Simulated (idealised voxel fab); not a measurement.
process module | voxel trench capacitor
cross-section cut | 200 nm wide | cells 5 nm
A cross-section is a grid of square cells, given in bands from the top down. A band is one or more rows of cells.
Each band's line starts with the height of the band's top and of its bottom, in nm. Then come its materials from left to right, each with its width in nm. One material with "throughout" fills the band from edge to edge. "air" is empty space.
Height 0 is the level under which the wafer as received is all one material. The lowest band goes on downwards, as in "0 down".
A width such as "30 to 40" changes by the same amount from each row of cells to the next, from the band's top row to its bottom row.
"no change" after a step means that no cell of the cross-section changed.
closed voids: empty space of 8 cells or more with no open way to the top, each as width x height at its distance from the left edge, in nm
after a step's settings: what the simulator itself notes on the step
overlay nm, on a step with a mask: how far to the right of its planned place the mask lay; to the left if negative
plan
1 op RECEIVE | material Si
2 op CONFORMAL_DEP | material SiN | thk nm 5
3 op DIRECTIONAL_DEP | material aC | thk nm 15
4 op PATTERN | tone open | mask id TRENCH | material resist | width nm 25 | pitch nm 40 | thk nm 35 | overlay nm 0
5 op DIRECTIONAL_ETCH | etch materials aC | depth nm 15
6 op STRIP | etch materials resist
7 op DIRECTIONAL_ETCH | etch materials SiN | depth nm 5
8 op DIRECTIONAL_ETCH | etch materials Si | depth nm 35
9 op STRIP | etch materials aC
10 op CONFORMAL_DEP | material Al2O3 | thk nm 5
11 op FILL_DEP | material polySi | thk nm 5
12 op CMP | height nm 5
as received, after step 1
  0 down: Si throughout
  closed voids: none
first wafer at the end, as planned
  5 to 0: SiN 45 | Al2O3 5 | polySi 15 | Al2O3 5 | SiN 15 | Al2O3 5 | polySi 15 | Al2O3 5 | SiN 15 | Al2O3 5 | polySi 15 | Al2O3 5 | SiN 50
  0 to -30: Si 45 | Al2O3 5 | polySi 15 | Al2O3 5 | Si 15 | Al2O3 5 | polySi 15 | Al2O3 5 | Si 15 | Al2O3 5 | polySi 15 | Al2O3 5 | Si 50
  -30 to -35: Si 45 | Al2O3 25 | Si 15 | Al2O3 25 | Si 15 | Al2O3 25 | Si 50
  -35 down: Si throughout
  closed voids: none
second wafer at the end: like start, like plan, one mistake
  5 to 0: polySi 40 | Al2O3 5 | SiN 25 | Al2O3 5 | polySi 5 | Al2O3 5 | SiN 25 | Al2O3 5 | polySi 5 | Al2O3 5 | SiN 25 | Al2O3 5 | polySi 45
  0 to -30: polySi 40 | Al2O3 5 | Si 25 | Al2O3 5 | polySi 5 | Al2O3 5 | Si 25 | Al2O3 5 | polySi 5 | Al2O3 5 | Si 25 | Al2O3 5 | polySi 45
  -30 to -35: Al2O3 45 | Si 25 | Al2O3 15 | Si 25 | Al2O3 15 | Si 25 | Al2O3 50
  -35 down: Si throughout
  closed voids: none
what went wrong: step 4 ran as: op PATTERN | tone cover | mask id TRENCH | material resist | width nm 25 | pitch nm 40 | thk nm 35 | overlay nm 0
at the end the second wafer has, in cells: 10 more of Al2O3 | 70 fewer of Si | 10 fewer of SiN | 70 more of polySi
